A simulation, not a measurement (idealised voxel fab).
process module | voxel self aligned vias
cross-section cut | 255 nm wide | cells 5 nm
A cross-section is a grid of square cells, given in bands from the top down. A band is one or more rows of cells.
Each band's line starts with the height of the band's top and of its bottom, in nm. Then come its materials from left to right, each with its width in nm. One material with "throughout" fills the band from edge to edge. "air" is empty space.
Height 0 is the level under which the wafer as received is all one material. The lowest band goes on downwards, as in "0 down".
A width such as "30 to 40" changes by the same amount from each row of cells to the next, from the band's top row to its bottom row.
"no change" after a step means that no cell of the cross-section changed.
closed voids: empty space of 8 cells or more with no open way to the top, each as width x height at its distance from the left edge, in nm
after a step's settings: what the simulator itself notes on the step
overlay nm, on a step with a mask: how far to the right of its planned place the mask lay; to the left if negative
plan
1 op RECEIVE | material Si
2 op CONFORMAL_DEP | material SiO2 | thk nm 10
3 op CONFORMAL_DEP | material SiCN | thk nm 5
4 op DIRECTIONAL_DEP | material lowk | thk nm 25
5 op PATTERN | tone open | mask id LINES | material resist | width nm 25 | pitch nm 55 | thk nm 20 | overlay nm 0
6 op DIRECTIONAL_ETCH | etch materials lowk | depth nm 25
7 op STRIP | etch materials resist
8 op CONFORMAL_DEP | material TiN | thk nm 5
9 op FILL_DEP | material Ru | thk nm 10
10 op CMP | height nm 40
11 op SELECTIVE_ETCH | etch materials W Ru TiN | depth nm 5
12 op FILL_DEP | material SiN | thk nm 10
13 op CMP | height nm 40
14 op DIRECTIONAL_DEP | material lowk | thk nm 15
15 op DIRECTIONAL_DEP | material aC | thk nm 15
16 op PATTERN | tone open | mask id VIAS | material resist | width nm 35 | pitch nm 55 | thk nm 30 | overlay nm 0
17 op DIRECTIONAL_ETCH | etch materials aC | depth nm 15
18 op STRIP | etch materials resist
19 op DIRECTIONAL_ETCH | etch materials lowk | depth nm 15
20 op DIRECTIONAL_ETCH | etch materials SiN | depth nm 5
21 op STRIP | etch materials aC
22 op CONFORMAL_DEP | material TiN | thk nm 5
23 op FILL_DEP | material Cu | thk nm 10
24 op CMP | height nm 55
25 op CONFORMAL_DEP | material SiCN | thk nm 5
as received, after step 1
  0 down: Si throughout
  closed voids: none
a wafer at the end: this start, this plan, one mistake
  60 to 55: SiCN throughout
  55 to 45: lowk 80 | TiN 5 | Cu 25 | TiN 5 | lowk 20 | TiN 5 | Cu 25 | TiN 5 | lowk 85
  45 to 40: lowk 80 | TiN 10 | Cu 15 | TiN 10 | lowk 20 | TiN 10 | Cu 15 | TiN 10 | lowk 85
  40 to 35: lowk 85 | TiN 25 | lowk 30 | TiN 25 | lowk 90
  35 to 25: lowk 85 | TiN 5 | Ru 15 | TiN 5 | lowk 30 | TiN 5 | Ru 15 | TiN 5 | lowk 90
  25 to 20: lowk 85 | TiN 25 | lowk 30 | TiN 25 | lowk 90
  20 to 15: SiCN throughout
  15 to 0: SiO2 throughout
  0 down: Si throughout
  closed voids: none
what went wrong: step 2 ran as: op CONFORMAL_DEP | material SiO2 | thk nm 15
